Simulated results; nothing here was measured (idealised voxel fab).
You're looking at the process module voxel self aligned contacts.
Xsec cut, 255 nm wide, square cell size 5 nm.
For the purposes of this document, a cross-section shall be understood as a grid of square cells, specified as bands listed in top-to-bottom order, each band consisting of one or more rows of cells.
Quick guide to a band line: top height, bottom height (nm) up front; then every material left to right with its width in nm. Only one material and it's marked "everywhere"? Then it fills the band edge to edge. And "blank" just means empty space.
Height 0 is the level under which the wafer as received is all one material. The lowest band goes on downwards, as in "0 and below".
Graded width ("30->40"): value in top row of band = first number; value in bottom row = second number; row-to-row change constant.
The designation "remained the same", where it is given for a processing step, indicates that no cell of the cross-section was altered in the course of that step.
"Fully enclosed voids": sealed empty spaces, 8 cells or more, no open way to top, listed width x height at distance, with distance from the left edge and width, height and distance in nm.
If you see something after the settings on a step's line, that's the simulator's own remark about that step.
A step's line can hold "overlay nm"; with a mask on that step, the setting says how far right of the planned place the mask lay, while a negative setting says it lay to the left.
The planned process steps are enumerated hereunder
| 1 | RECEIVE | material Si |
| 2 | OXIDIZE | depth nm 5 |
| 3 | DIRECTIONAL_DEP | material polySi | thk nm 20 |
| 4 | DIRECTIONAL_DEP | material SiN | thk nm 25 |
| 5 | DIRECTIONAL_DEP | material aC | thk nm 10 |
| 6 | PATTERN | tone cover | mask id GATE | material resist | width nm 30 | pitch nm 65 | thk nm 25 | overlay nm 0 |
| 7 | DIRECTIONAL_ETCH | etch materials aC | depth nm 10 |
| 8 | STRIP | etch materials resist |
| 9 | DIRECTIONAL_ETCH | etch materials SiN | depth nm 25 |
| 10 | DIRECTIONAL_ETCH | etch materials polySi | depth nm 20 |
| 11 | STRIP | etch materials aC |
| 12 | CONFORMAL_DEP | material SiN | thk nm 10 |
| 13 | DIRECTIONAL_ETCH | etch materials SiN | depth nm 10 |
| 14 | FILL_DEP | material SiO2 | thk nm 10 |
| 15 | CMP | height nm 50 |
| 16 | MASKED_ETCH | tone open | mask id CONTACT | width nm 45 | etch materials SiO2 | depth nm 55 | overlay nm 0 |
| 17 | CONFORMAL_DEP | material TiN | thk nm 5 |
| 18 | FILL_DEP | material Ru | thk nm 5 |
| 19 | CMP | height nm 50 |
| 20 | CONFORMAL_DEP | material SiCN | thk nm 5 |
This is the cross-section of the wafer as we received it, i.e. after step 1
	0 and below = Si everywhere
	Fully enclosed voids: none
End-of-module XS, first of two wafers, run as planned
	55 down to 50 = SiCN everywhere
	50 down to 45 = SiO2 105, TiN 20, Ru 5, TiN 20, SiO2 105
	45 down to 20 = SiO2 70, SiN 50, TiN 5, Ru 5, TiN 5, SiN 50, SiO2 70
	20 down to 0 = SiO2 70, SiN 10, polySi 30, SiN 10, TiN 5, Ru 5, TiN 5, SiN 10, polySi 30, SiN 10, SiO2 70
	0 down to -5 = SiO2 120, TiN 15, SiO2 120
	-5 and below = Si everywhere
	Fully enclosed voids: none
End of module, second wafer, cross-section. Started like the first, planned like the first, run with one mistake
	55 down to 50 = SiCN everywhere
	50 down to 45 = SiO2 105, TiN 45, SiO2 105
	45 down to 20 = SiO2 70, SiN 55, TiN 10, SiN 55, SiO2 65
	20 down to 0 = SiO2 70, SiN 10, polySi 35, SiN 10, TiN 10, SiN 10, polySi 35, SiN 10, SiO2 65
	0 down to -5 = SiO2 125, TiN 10, SiO2 120
	-5 and below = Si everywhere
	Fully enclosed voids: none
Where did the run depart from the plan? step 6 ran differently from the plan; actual operation with settings: PATTERN | tone cover | mask id GATE | material resist | width nm 35 | pitch nm 65 | thk nm 25 | overlay nm 0
Counted in cells at the end, the second wafer holds more or fewer of these materials than the first: 10 fewer of Ru, 10 more of SiN, 8 fewer of SiO2, 8 more of polySi
